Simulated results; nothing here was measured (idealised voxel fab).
The document below concerns the process module designated voxel local oxidation.
It is cross-section cut that appears here, measuring 160 nm in width, its square cells being 5 nm in size.
Cross-section format: a grid of square cells, given as bands from top to bottom; each band is one or more rows of cells.
What a band's entry tells you: where the top is and where the bottom is, as heights in nm, and after that what lies inside, material by material from left to right, each with its width in nm. Empty space is written as the word "empty", and a single material marked with the word "throughout" occupies the band from edge to edge.
For the purposes of this specification, 0 denotes the height below which the wafer in its as-received condition is composed wholly of one material, and the lowermost band, lacking a lower limit, extends downward without end, as expressed in "0 and below".
It should be noted that a width expressed as "30->40" varies in equal increments from row to row of cells within the band, taking the value of the first number at the top row and that of the second number at the bottom row.
When a step is marked "remains unaltered", none of the cells in the cross-section changed during that step.
Enclosed voids (no open way to top), threshold 8 cells or more, entry "closed voids", notation width x height at distance, distance from left edge, nm.
On a step's line, text after the settings is the simulator commenting on that step.
overlay nm: right-of-plan distance of the mask on a masked step; negative values mean left-of-plan.
### The steps planned for the process are as follows
- 1: RECEIVE (material Si)
- 2: CONFORMAL_DEP (material SiO2; thk nm 5)
- 3: CONFORMAL_DEP (material SiN; thk nm 10)
- 4: PATTERN (tone cover; mask id ACTIVE; material resist; width nm 95; thk nm 15; overlay nm 0)
- 5: DIRECTIONAL_ETCH (etch materials SiN; depth nm 10)
- 6: STRIP (etch materials resist)
- 7: SELECTIVE_ETCH (etch materials SiO2; depth nm 5)
- 8: OXIDIZE (depth nm 10)
- 9: STRIP (etch materials SiN)
### First wafer, two in total, run as planned
### Incoming wafer, cross-sectional view, post step 1
0 and below: Si throughout
closed voids: none
### After step 2: wafer cross-section
5 down to 0: SiO2 throughout
Heights below 0 show no change.
### After step 3: wafer cross-section
15 down to 5: SiN throughout
Heights below 5 show no change.
### After step 4: wafer cross-section
30 down to 15: empty (30), then resist (95), then empty (35)
Heights below 15 show no change.
### After step 5: wafer cross-section
30 down to 15: empty (30), then resist (95), then empty (35)
15 down to 5: empty (30), then SiN (95), then empty (35)
Heights below 5 show no change.
### After step 6: wafer cross-section
15 down to 5: empty (30), then SiN (95), then empty (35)
Heights below 5 show no change.
### After step 7: wafer cross-section
15 down to 5: empty (30), then SiN (95), then empty (35)
5 down to 0: empty (35), then SiO2 (85), then empty (40)
Heights below 0 show no change.
### After step 8: wafer cross-section
15 down to 5: empty (30), then SiN (95), then empty (35)
5 down to 0: empty (35), then SiO2 (85), then empty (40)
0 down to -10: SiO2 (45), then Si (65), then SiO2 (50)
Heights below -10 show no change.
### After step 9: wafer cross-section
5 down to 0: empty (35), then SiO2 (85), then empty (40)
Heights below 0 show no change.
### Now the other wafer: same start, same recipe, but we messed up one thing when running it. Up to and including step 3 it's the same as the first one
### X-section, second wafer, when step 4 was due to finish
30 down to 15: resist (30), then empty (95), then resist (35)
Heights below 15 show no change.
### X-section, second wafer, when step 5 was due to finish
30 down to 15: resist (30), then empty (95), then resist (35)
15 down to 5: SiN (30), then empty (95), then SiN (35)
Heights below 5 show no change.
### X-section, second wafer, when step 6 was due to finish
15 down to 5: SiN (30), then empty (95), then SiN (35)
Heights below 5 show no change.
### X-section, second wafer, when step 7 was due to finish
15 down to 5: SiN (30), then empty (95), then SiN (35)
5 down to 0: SiO2 (25), then empty (105), then SiO2 (30)
Heights below 0 show no change.
### X-section, second wafer, when step 8 was due to finish
15 down to 5: SiN (30), then empty (95), then SiN (35)
5 down to 0: SiO2 (25), then empty (105), then SiO2 (30)
0 down to -10: Si (15), then SiO2 (125), then Si (20)
Heights below -10 show no change.
### X-section, second wafer, when step 9 was due to finish
5 down to 0: SiO2 (25), then empty (105), then SiO2 (30)
Heights below 0 show no change.
what went wrong: step 4 ran with different settings than intended, the actual operation and settings being PATTERN (tone open; mask id ACTIVE; material resist; width nm 95; thk nm 15; overlay nm 0)
The closing comparison, in cells, has the second wafer with more or fewer of some materials than the first: 12 fewer of Si, 6 more of SiO2
